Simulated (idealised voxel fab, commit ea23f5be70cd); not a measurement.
process module | voxel wiring stack
cross-section cut | 195 nm wide | cells 5 nm
A cross-section is a grid of square cells, given in bands from the top down. A band is one or more rows of cells.
Each band's line starts with the height of the band's top and of its bottom, in nm. Then come its materials from left to right, each with its width in nm. One material with "throughout" fills the band from edge to edge. "air" is empty space.
Height 0 is the level under which the wafer as received is all one material. The lowest band goes on downwards, as in "0 down".
A width such as "30 to 40" changes by the same amount from each row of cells to the next, from the band's top row to its bottom row.
"no change" after a step means that no cell of the cross-section changed.
closed voids: empty space of 8 cells or more with no open way to the top, each as width x height at its distance from the left edge, in nm
after a step's settings: what the simulator itself notes on the step
overlay nm, on a step with a mask: how far to the right of its planned place the mask lay; to the left if negative
plan
1 op RECEIVE | material Si
2 op CONFORMAL_DEP | material SiO2 | thk nm 15
3 op DIRECTIONAL_DEP | material TiN | thk nm 5
4 op DIRECTIONAL_DEP | material Ru | thk nm 15
5 op PATTERN | tone cover | mask id METAL_1 | material resist | width nm 30 | pitch nm 45 | thk nm 20 | overlay nm 0
6 op DIRECTIONAL_ETCH | etch materials Ru | depth nm 15
7 op DIRECTIONAL_ETCH | etch materials TiN | depth nm 5
8 op STRIP | etch materials resist
9 op CONFORMAL_DEP | material SiCN | thk nm 5
10 op FILL_DEP | material SiO2 | thk nm 5
11 op CMP | height nm 35
12 op CONFORMAL_DEP | material SiCN | thk nm 5
13 op DIRECTIONAL_DEP | material SiO2 | thk nm 20
14 op PATTERN | tone open | mask id PLUG_1 | material resist | width nm 15 | pitch nm 90 | thk nm 15 | overlay nm 0
15 op DIRECTIONAL_ETCH | etch materials SiO2 | depth nm 20
16 op DIRECTIONAL_ETCH | etch materials SiCN | depth nm 5
17 op STRIP | etch materials resist
18 op EPI | material Ru | thk nm 10
19 op EPI | material Ru | thk nm 10
20 op EPI | material Ru | thk nm 5
21 op DIRECTIONAL_DEP | material TiN | thk nm 5
22 op DIRECTIONAL_DEP | material Ru | thk nm 20
23 op MASKED_ETCH | tone cover | mask id METAL_2 | width nm 30 | pitch nm 45 | etch materials Ru | depth nm 20 | overlay nm 0
24 op MASKED_ETCH | tone cover | mask id METAL_2 | width nm 30 | pitch nm 45 | etch materials TiN | depth nm 5 | overlay nm 0
25 op FILL_DEP | material SiO2 | thk nm 10
26 op CMP | height nm 85
27 op CONFORMAL_DEP | material SiN | thk nm 5
varied across the wafers: thk nm of step 3. The plan shows the first wafer's value. All wafers start alike
first wafer as received, after step 1
  0 down: Si throughout
  closed voids: none
each wafer at the end: cells of each material gained (+) or lost (-) since it was received, then its closed voids
thk nm 5 | +198 Ru | +72 SiCN | +39 SiN | +345 SiO2 | +48 TiN | closed voids: none
thk nm 10 | +174 Ru | +64 SiCN | +39 SiN | +338 SiO2 | +87 TiN | closed voids: none
thk nm 15 | +150 Ru | +56 SiCN | +39 SiN | +331 SiO2 | +126 TiN | closed voids: none
thk nm 20 | +126 Ru | +48 SiCN | +39 SiN | +324 SiO2 | +165 TiN | closed voids: none
